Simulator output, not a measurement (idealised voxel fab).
process module | voxel local oxidation
cross-section cut | 175 nm wide | cells 5 nm
A cross-section is a grid of square cells, given in bands from the top down. A band is one or more rows of cells.
Each band's line starts with the height of the band's top and of its bottom, in nm. Then come its materials from left to right, each with its width in nm. One material with "throughout" fills the band from edge to edge. "air" is empty space.
Height 0 is the level under which the wafer as received is all one material. The lowest band goes on downwards, as in "0 down".
A width such as "30 to 40" changes by the same amount from each row of cells to the next, from the band's top row to its bottom row.
"no change" after a step means that no cell of the cross-section changed.
closed voids: empty space of 8 cells or more with no open way to the top, each as width x height at its distance from the left edge, in nm
after a step's settings: what the simulator itself notes on the step
overlay nm, on a step with a mask: how far to the right of its planned place the mask lay; to the left if negative
plan
1 op RECEIVE | material Si
2 op OXIDIZE | depth nm 5
3 op CONFORMAL_DEP | material SiN | thk nm 15
4 op PATTERN | tone cover | mask id ACTIVE | material resist | width nm 95 | thk nm 20 | overlay nm 0
5 op DIRECTIONAL_ETCH | etch materials SiN | depth nm 15
6 op STRIP | etch materials resist
7 op SELECTIVE_ETCH | etch materials SiO2 | depth nm 5
8 op OXIDIZE | depth nm 15
9 op STRIP | etch materials SiN
first wafer, as planned
as received, after step 1
  0 down: Si throughout
  closed voids: none
after step 2
  0 to -5: SiO2 throughout
  below -5: unchanged
after step 3
  15 to 0: SiN throughout
  below 0: unchanged
after step 4
  35 to 15: air 40 | resist 95 | air 40
  below 15: unchanged
after step 5
  35 to 15: air 40 | resist 95 | air 40
  15 to 0: air 40 | SiN 95 | air 40
  below 0: unchanged
after step 6
  15 to 0: air 40 | SiN 95 | air 40
  below 0: unchanged
after step 7
  15 to 0: air 40 | SiN 95 | air 40
  0 to -5: air 45 | SiO2 85 | air 45
  below -5: unchanged
after step 8
  15 to 0: air 40 | SiN 95 | air 40
  0 to -5: air 45 | SiO2 85 | air 45
  -5 to -20: SiO2 60 | Si 55 | SiO2 60
  below -20: unchanged
after step 9
  0 to -5: air 45 | SiO2 85 | air 45
  below -5: unchanged
second wafer: like start, like plan, one mistake. Through step 3 it matches the first wafer
when step 4 should have ended
  35 to 15: resist 40 | air 95 | resist 40
  below 15: unchanged
when step 5 should have ended
  35 to 15: resist 40 | air 95 | resist 40
  15 to 0: SiN 40 | air 95 | SiN 40
  below 0: unchanged
when step 6 should have ended
  15 to 0: SiN 40 | air 95 | SiN 40
  below 0: unchanged
when step 7 should have ended
  15 to 0: SiN 40 | air 95 | SiN 40
  0 to -5: SiO2 35 | air 105 | SiO2 35
  below -5: unchanged
when step 8 should have ended
  15 to 0: SiN 40 | air 95 | SiN 40
  0 to -5: SiO2 35 | air 105 | SiO2 35
  -5 to -20: Si 20 | SiO2 135 | Si 20
  below -20: unchanged
when step 9 should have ended
  0 to -5: SiO2 35 | air 105 | SiO2 35
  below -5: unchanged
what went wrong: step 4 ran as: op PATTERN | tone open | mask id ACTIVE | material resist | width nm 95 | thk nm 20 | overlay nm 0
at the end the second wafer has, in cells: 9 fewer of Si | 6 more of SiO2
